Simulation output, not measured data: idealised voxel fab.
Herein follows the process module entitled voxel released beams.
For reference, the cross-section in this document is cut, with width 195 nm and square cells of 5 nm.
How to read a cross-section here: the picture is a grid of square cells, written as bands going from the top down, and any band can span one or more rows of cells.
A band entry consists of two parts. The first gives the height of the band's top and the height of its bottom, in nm. The rest lists the band's materials from left to right, each with its width in nm. A single material labelled with the word "full width" fills the band from edge to edge, and the word "empty" marks empty space.
Where do heights start? At 0: under that level the wafer as delivered is made of one material only. And the lowest band has no floor; it just carries on downward, as in "0 -> down".
Note: "30..40" means the width goes from the first number (top row of the band) to the second number (bottom row) in equal steps per row of cells.
Where the words "stayed the same" appear for a step, the cross-section shows no cell changed by that step; every cell remained as before.
Heads up: "Sealed void inventory" only lists the empty pockets with no open path to the top that are 8 cells or more, and it writes them as width x height at distance, distance from the left edge, in nm.
Post-settings text on a step line: simulator's own remark regarding the step.
overlay nm: how far to the right of its planned place the mask lay on this masked step (negative: to the left).
Below is the list of planned process steps:
1. RECEIVE [material Si]
2. CONFORMAL_DEP [material SiN] [thk nm 10]
3. DIRECTIONAL_DEP [material SiO2] [thk nm 10]
4. DIRECTIONAL_DEP [material aC] [thk nm 10]
5. PATTERN [tone open] [mask id ANCHOR] [material resist] [width nm 45] [thk nm 25] [overlay nm 0]
6. DIRECTIONAL_ETCH [etch materials aC] [depth nm 10]
7. STRIP [etch materials resist]
8. DIRECTIONAL_ETCH [etch materials SiO2] [depth nm 10]
9. STRIP [etch materials aC]
10. CONFORMAL_DEP [material polySi] [thk nm 15]
11. DIRECTIONAL_DEP [material aC] [thk nm 15]
12. PATTERN [tone cover] [mask id BEAM] [material resist] [width nm 100] [thk nm 30] [overlay nm 0]
13. DIRECTIONAL_ETCH [etch materials aC] [depth nm 15]
14. STRIP [etch materials resist]
15. DIRECTIONAL_ETCH [etch materials polySi] [depth nm 15]
16. STRIP [etch materials aC]
17. STRIP [etch materials SiO2]
This is the cross-section of the wafer as we received it, i.e. after step 1:
    0 -> down | Si full width
    Sealed void inventory: none
Post-module cross-section of the first of two wafers (run per plan):
    35 -> 25 | 45 empty | 20 polySi | 15 empty | 65 polySi | 50 empty
    25 -> 20 | 45 empty | 100 polySi | 50 empty
    20 -> 10 | 50 empty | 45 polySi | 100 empty
    10 -> 0 | SiN full width
    0 -> down | Si full width
    Sealed void inventory: none
Same start, same plan as the first wafer - but one mistake in the run. Cross-section of the second of the two at the end of the module:
    35 -> 20 | 45 empty | 100 polySi | 50 empty
    20 -> 0 | SiN full width
    0 -> down | Si full width
    Sealed void inventory: none
Diagnosis: heads up, step 3 didn't go per plan, it actually ran as DIRECTIONAL_DEP [material SiN] [thk nm 10]
at the end the second wafer has, in cells: SiN +78 | polySi -12
